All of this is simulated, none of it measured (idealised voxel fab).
You're looking at the process module voxel self aligned vias.
Section cut is 235 nm wide and gridded with 5 nm square cells.
Cross-section, as written here: a square-cell grid given band by band from the top down, where a band holds one or more rows of cells.
Heights first: top, then bottom, in nm. Then materials, left to right, each with a width in nm. "full width" on a single material: fills the band edge to edge. "empty": empty space.
Note: height 0 marks the level under which the wafer is uniformly one material as received. Lowest band unbounded below, written "from 0 down".
Read "30->40" as a graded width: first number on top, second number at the bottom, same change between each pair of neighbouring rows.
It should be understood that the words "all unchanged", when stated for a given step, signify that the cross-section underwent no change in any of its cells during that step.
Reported under the label "Unvented internal voids" are the empty spaces having no open way to the top and comprising 8 cells or more; the notation for each is width x height at distance, in which the distance is measured from the left edge and all three values are in nm.
Heads up: the bit after the settings on a step's line is the simulator's remark on that step.
overlay nm: step with mask; distance mask lay right of planned place; negative value = left of planned place.
-- The steps planned for the process are as follows
- 1: RECEIVE with material Si
- 2: CONFORMAL_DEP with material SiO2, thk nm 10
- 3: CONFORMAL_DEP with material SiCN, thk nm 5
- 4: DIRECTIONAL_DEP with material lowk, thk nm 30
- 5: DIRECTIONAL_DEP with material aC, thk nm 10
- 6: PATTERN with tone open, mask id LINES, material resist, width nm 20, pitch nm 55, thk nm 30, overlay nm 0
- 7: DIRECTIONAL_ETCH with etch materials aC, depth nm 10
- 8: STRIP with etch materials resist
- 9: DIRECTIONAL_ETCH with etch materials lowk, depth nm 30
- 10: STRIP with etch materials aC
- 11: CONFORMAL_DEP with material TiN, thk nm 5
- 12: FILL_DEP with material Ru, thk nm 10
- 13: CMP with height nm 45
- 14: SELECTIVE_ETCH with etch materials W Ru TiN, depth nm 5
- 15: FILL_DEP with material SiN, thk nm 10
- 16: CMP with height nm 45
- 17: DIRECTIONAL_DEP with material lowk, thk nm 15
- 18: PATTERN with tone open, mask id VIAS, material resist, width nm 30, pitch nm 110, thk nm 15, overlay nm 0
- 19: DIRECTIONAL_ETCH with etch materials lowk, depth nm 15
- 20: DIRECTIONAL_ETCH with etch materials SiN, depth nm 10
- 21: STRIP with etch materials resist
- 22: CONFORMAL_DEP with material TiN, thk nm 5
- 23: FILL_DEP with material Cu, thk nm 5
- 24: CMP with height nm 60
- 25: CONFORMAL_DEP with material SiN, thk nm 5
The plan's step 14 depth nm is the first wafer's value; the wafers differ in this setting and start identical.
-- The first of several wafers, as received after step 1, seen in section
	from 0 down = Si full width
	Unvented internal voids: none
-- The rows of the table below are wafers. Looking at the end of the module, a row counts, for every material, the cells the wafer has gained, shown as (+), or lost, shown as (-), since it was received; its closed voids come next
depth nm 5 | +20 Cu | +24 Ru | +47 SiCN | +51 SiN | +94 SiO2 | +60 TiN | +315 lowk | Unvented internal voids: none
depth nm 10 | +24 Cu | +18 Ru | +47 SiCN | +55 SiN | +94 SiO2 | +58 TiN | +315 lowk | Unvented internal voids: none
depth nm 15 | +24 Cu | +12 Ru | +47 SiCN | +67 SiN | +94 SiO2 | +52 TiN | +315 lowk | Unvented internal voids: none
depth nm 20 | +24 Cu | +6 Ru | +47 SiCN | +79 SiN | +94 SiO2 | +46 TiN | +315 lowk | Unvented internal voids: none
depth nm 25 | +24 Cu | +47 SiCN | +91 SiN | +94 SiO2 | +40 TiN | +315 lowk | Unvented internal voids: none
